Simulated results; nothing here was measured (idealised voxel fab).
Documented hereafter: the process module known as voxel air gaps.
Xsec cut, 210 nm wide, square cell size 5 nm.
Square cells in a grid make up a cross-section in this document, and the grid is given as bands, listed from the top down, each one or more rows of cells. Top, bottom (nm), then materials left to right with widths (nm); lone material tagged "throughout" fills the whole band edge to edge; "empty" = empty space. Below 0: as-received wafer, all one material; heights counted from there. Lowest band: no bottom, goes on down, written "from 0 down". A two-number width, for instance "30..40", indicates that the width is equal to the first number in the top row of the band and to the second number in the bottom row, and that it changes by a constant amount per row of cells. No cell of the cross-section changed in a step that is given as "all unchanged". Empty spaces counting at least 8 cells and having no open way to the top are listed in "Closed void entries". The notation width x height at distance is used for each, the distance being from the left edge and all three values in nm. If you see something after the settings on a step's line, that's the simulator's own remark about that step. overlay nm, on a step with a mask: how far to the right of its planned place the mask lay; to the left if negative.

[List of planned process steps]
| 1 | RECEIVE (material Si) |
| 2 | CONFORMAL_DEP (material SiO2; thk nm 10) |
| 3 | CONFORMAL_DEP (material SiN; thk nm 5) |
| 4 | DIRECTIONAL_DEP (material SiO2; thk nm 30) |
| 5 | PATTERN (tone open; mask id LINES; material resist; width nm 15; pitch nm 45; thk nm 20; overlay nm 0) |
| 6 | DIRECTIONAL_ETCH (etch materials SiO2; depth nm 30) |
| 7 | STRIP (etch materials resist) |
| 8 | CONFORMAL_DEP (material TiN; thk nm 5) |
| 9 | FILL_DEP (material Cu; thk nm 10) |
| 10 | CMP (height nm 45) |
| 11 | EPI (material Ru; thk nm 10) |
| 12 | SELECTIVE_ETCH (etch materials SiO2; depth nm 40) |
| 13 | CONFORMAL_DEP (material SiCN; thk nm 5) |
varied across the wafers: width nm of step 5. The plan shows the first wafer's value. All wafers start alike

[So this is the first of several wafers, cross-sectioned as it came to us, meaning it's at the end of step 1]
	from 0 down: Si throughout
	Closed void entries: none

[Shown in cross-section: the first of several wafers at the end of the module, after its last step, step 13]
	from 60 to 55: 15 of empty / 180 of SiCN / 15 of empty
	from 55 to 45: 15 of empty / 5 of SiCN / 35 of Ru / 10 of SiCN / 35 of Ru / 10 of SiCN / 35 of Ru / 10 of SiCN / 35 of Ru / 5 of SiCN / 15 of empty
	from 45 to 40: 15 of empty / 15 of SiCN / 5 of TiN / 5 of Cu / 5 of TiN / 30 of SiCN / 5 of TiN / 5 of Cu / 5 of TiN / 30 of SiCN / 5 of TiN / 5 of Cu / 5 of TiN / 30 of SiCN / 5 of TiN / 5 of Cu / 5 of TiN / 15 of SiCN / 15 of empty
	from 40 to 20: 25 of empty / 5 of SiCN / 5 of TiN / 5 of Cu / 5 of TiN / 5 of SiCN / 20 of empty / 5 of SiCN / 5 of TiN / 5 of Cu / 5 of TiN / 5 of SiCN / 20 of empty / 5 of SiCN / 5 of TiN / 5 of Cu / 5 of TiN / 5 of SiCN / 20 of empty / 5 of SiCN / 5 of TiN / 5 of Cu / 5 of TiN / 5 of SiCN / 25 of empty
	from 20 to 15: 30 of SiCN / 15 of TiN / 30 of SiCN / 15 of TiN / 30 of SiCN / 15 of TiN / 30 of SiCN / 15 of TiN / 30 of SiCN
	from 15 to 10: SiN throughout
	from 10 to 0: SiO2 throughout
	from 0 down: Si throughout
	Closed void entries: 20 x 20 at 50; 20 x 20 at 95; 20 x 20 at 140

[X-section, last wafer, module end]
	from 60 to 55: 5 of empty / 195 of SiCN / 10 of empty
	from 55 to 45: 5 of empty / 5 of SiCN / 185 of Ru / 5 of SiCN / 10 of empty
	from 45 to 40: 5 of empty / 15 of SiCN / 5 of TiN / 20 of Cu / 5 of TiN / 15 of SiO2 / 5 of TiN / 20 of Cu / 5 of TiN / 15 of SiO2 / 5 of TiN / 20 of Cu / 5 of TiN / 15 of SiO2 / 5 of TiN / 20 of Cu / 5 of TiN / 15 of SiCN / 10 of empty
	from 40 to 20: 15 of empty / 5 of SiCN / 5 of TiN / 20 of Cu / 5 of TiN / 15 of SiO2 / 5 of TiN / 20 of Cu / 5 of TiN / 15 of SiO2 / 5 of TiN / 20 of Cu / 5 of TiN / 15 of SiO2 / 5 of TiN / 20 of Cu / 5 of TiN / 5 of SiCN / 20 of empty
	from 20 to 15: 20 of SiCN / 30 of TiN / 15 of SiO2 / 30 of TiN / 15 of SiO2 / 30 of TiN / 15 of SiO2 / 30 of TiN / 25 of SiCN
	from 15 to 10: SiN throughout
	from 10 to 0: SiO2 throughout
	from 0 down: Si throughout
	Closed void entries: none

[Per wafer (row), end of module: delta in cells per material since receipt, (+) for gained, (-) for lost; closed voids after that]
width nm 15; +20 Cu; +56 Ru; +138 SiCN; +42 SiN; +84 SiO2; +52 TiN; Closed void entries: 20 x 20 at 50; 20 x 20 at 95; 20 x 20 at 140
width nm 20; +40 Cu; +64 Ru; +126 SiCN; +42 SiN; +84 SiO2; +56 TiN; Closed void entries: 15 x 20 at 50; 15 x 20 at 95; 15 x 20 at 140
width nm 25; +60 Cu; +72 Ru; +66 SiCN; +42 SiN; +156 SiO2; +60 TiN; Closed void entries: none
width nm 30; +80 Cu; +74 Ru; +66 SiCN; +42 SiN; +138 SiO2; +64 TiN; Closed void entries: none
